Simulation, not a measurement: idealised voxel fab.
The process module presented herein is designated voxel trench capacitor.
It is cross-section cut that appears here, measuring 245 nm in width, its square cells being 5 nm in size.
In what follows, cross-sections appear as grids of square cells, described through bands that run from the top down, where every band is one or more rows of cells.
Basically the band line says how high the top is and how high the bottom is, in nm, and then what's in it from left to right, every material with its width in nm. Empty space shows up as "air", and if a single material carries "everywhere" it runs the full band edge to edge.
Heads up on the height convention: 0 is the point under which the incoming wafer is all one material, and the lowest band has no bottom, it just keeps going down, like "z 0 and below".
A width given as "30 to 40" starts at the first number in the band's top row and ends at the second number in its bottom row, shifting by an equal amount at every step from row to row.
Step marked "no modifications"? Then no cell in the cross-section changed in it.
Voids, enclosed: empty space of 8 cells or more with no open way to the top, each as width x height at its distance from the left edge, in nm
Read whatever lies past the settings on a step's line as the simulator's own remark about the step.
A step line may carry the setting "overlay nm", which, for steps involving a mask, states the distance by which the mask lay to the right of its intended position; negative values denote displacement to the left.
### The steps planned for the process are as follows
| 1 | RECEIVE,material Si |
| 2 | CONFORMAL_DEP,material SiN,thk nm 10 |
| 3 | MASKED_ETCH,tone open,mask id TRENCH,width nm 15,pitch nm 30,etch materials SiN,depth nm 10,overlay nm 0 |
| 4 | MASKED_ETCH,tone open,mask id TRENCH,width nm 15,pitch nm 30,etch materials Si,depth nm 30,overlay nm 0 |
| 5 | CONFORMAL_DEP,material Al2O3,thk nm 5 |
| 6 | FILL_DEP,material polySi,thk nm 5 |
| 7 | CMP,height nm 10 |
### This is the cross-section of the wafer as we received it, i.e. after step 1
    z 0 and below | Si everywhere
    Voids, enclosed: none
### Starting wafer: above. Plan: above. Run: one mistake. Cross-section after the module: below
    z 0 to -25 | Si=70 | Al2O3=5 | polySi=5 | Al2O3=5 | Si=15 | Al2O3=5 | polySi=5 | Al2O3=5 | Si=15 | Al2O3=5 | polySi=5 | Al2O3=5 | Si=15 | Al2O3=5 | polySi=5 | Al2O3=5 | Si=70
    z -25 to -30 | Si=70 | Al2O3=15 | Si=15 | Al2O3=15 | Si=15 | Al2O3=15 | Si=15 | Al2O3=15 | Si=70
    z -30 and below | Si everywhere
    Voids, enclosed: none
Here's what went sideways: step 7 was run on a setting that differed from the plan, and what really ran there is CMP,height nm 0
